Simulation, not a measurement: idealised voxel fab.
Name of the process module below: voxel gate over fins
FYI the section here is cut, 300 nm wide, cells are 5 nm squares.
Square cells in a grid make up a cross-section in this document, and the grid is given as bands, listed from the top down, each one or more rows of cells.
Heights first: top, then bottom, in nm. Then materials, left to right, each with a width in nm. "everywhere" on a single material: fills the band edge to edge. "air": empty space.
Heights from 0 (as-received wafer is one material below). Bottom band endless downward, as "0 and below".
Top row gets the first number, bottom row gets the second, and each row in between changes by the same step: that is how a band width like "30 to 40" works.
When a step is marked "same as before", none of the cells in the cross-section changed during that step.
If an empty space has no open way to the top and is at least 8 cells in size, "Enclosed void entries" lists it, written width x height at distance, where distance is measured from the left edge and every value is in nm.
Post-settings text on a step line: simulator's own remark regarding the step.
"overlay nm" denotes, for a step that has a mask, the displacement of the mask to the right of its planned place, with negative values corresponding to the left.

PROCESS STEPS - PLAN
step 1: RECEIVE,material Si
step 2: CONFORMAL_DEP,material SiN,thk nm 5
step 3: MASKED_ETCH,tone cover,mask id FINS,width nm 15,pitch nm 55,etch materials SiN,depth nm 5,overlay nm 0
step 4: MASKED_ETCH,tone cover,mask id FINS,width nm 15,pitch nm 55,etch materials Si,depth nm 40,overlay nm 0
step 5: OXIDIZE,depth nm 5
step 6: FILL_DEP,material SiO2,thk nm 10
step 7: CMP,height nm 5
step 8: DIRECTIONAL_DEP,material aC,thk nm 10
step 9: PATTERN,tone open,mask id RAIL,material resist,width nm 15,thk nm 25,overlay nm 0
step 10: DIRECTIONAL_ETCH,etch materials aC,depth nm 10
step 11: STRIP,etch materials resist
step 12: DIRECTIONAL_ETCH,etch materials SiO2,depth nm 40
step 13: STRIP,etch materials aC
step 14: CONFORMAL_DEP,material TiN,thk nm 5
step 15: FILL_DEP,material W,thk nm 10
step 16: CMP,height nm 5
step 17: SELECTIVE_ETCH,etch materials W Ru TiN,depth nm 25
step 18: FILL_DEP,material SiO2,thk nm 5
step 19: CMP,height nm 5
step 20: SELECTIVE_ETCH,etch materials SiO2,depth nm 15
step 21: STRIP,etch materials SiN
step 22: CONFORMAL_DEP,material HfO2,thk nm 5
step 23: CONFORMAL_DEP,material TiN,thk nm 5
step 24: CONFORMAL_DEP,material TiAl,thk nm 5
step 25: CONFORMAL_DEP,material TiN,thk nm 5
step 26: FILL_DEP,material W,thk nm 15
step 27: CMP,height nm 30
step 28: CONFORMAL_DEP,material SiN,thk nm 5
Quick note for whoever runs this: the wafers start identical, but the width nm at step 3 isn't the same across them. The plan just shows what the first wafer had.

CROSS-SECTION OF THE FIRST OF SEVERAL RECEIVED WAFERS, SHOWING ITS STATE AFTER STEP 1
* 0 and below: Si everywhere
* Enclosed void entries: none

PER-WAFER ROWS BELOW. FOR EACH MATERIAL: CELLS GAINED (+) OR LOST (-) SINCE THE WAFER WAS RECEIVED, AS OF END OF MODULE. THEN: CLOSED VOIDS
width nm 15 | +76 HfO2 | -504 Si | +60 SiN | +383 SiO2 | +76 TiAl | +159 TiN | +170 W | Enclosed void entries: none
width nm 20 | +76 HfO2 | -468 Si | +60 SiN | +355 SiO2 | +76 TiAl | +159 TiN | +162 W | Enclosed void entries: none
width nm 25 | +76 HfO2 | -432 Si | +60 SiN | +327 SiO2 | +76 TiAl | +159 TiN | +154 W | Enclosed void entries: none
width nm 30 | +76 HfO2 | -396 Si | +60 SiN | +299 SiO2 | +76 TiAl | +153 TiN | +152 W | Enclosed void entries: none
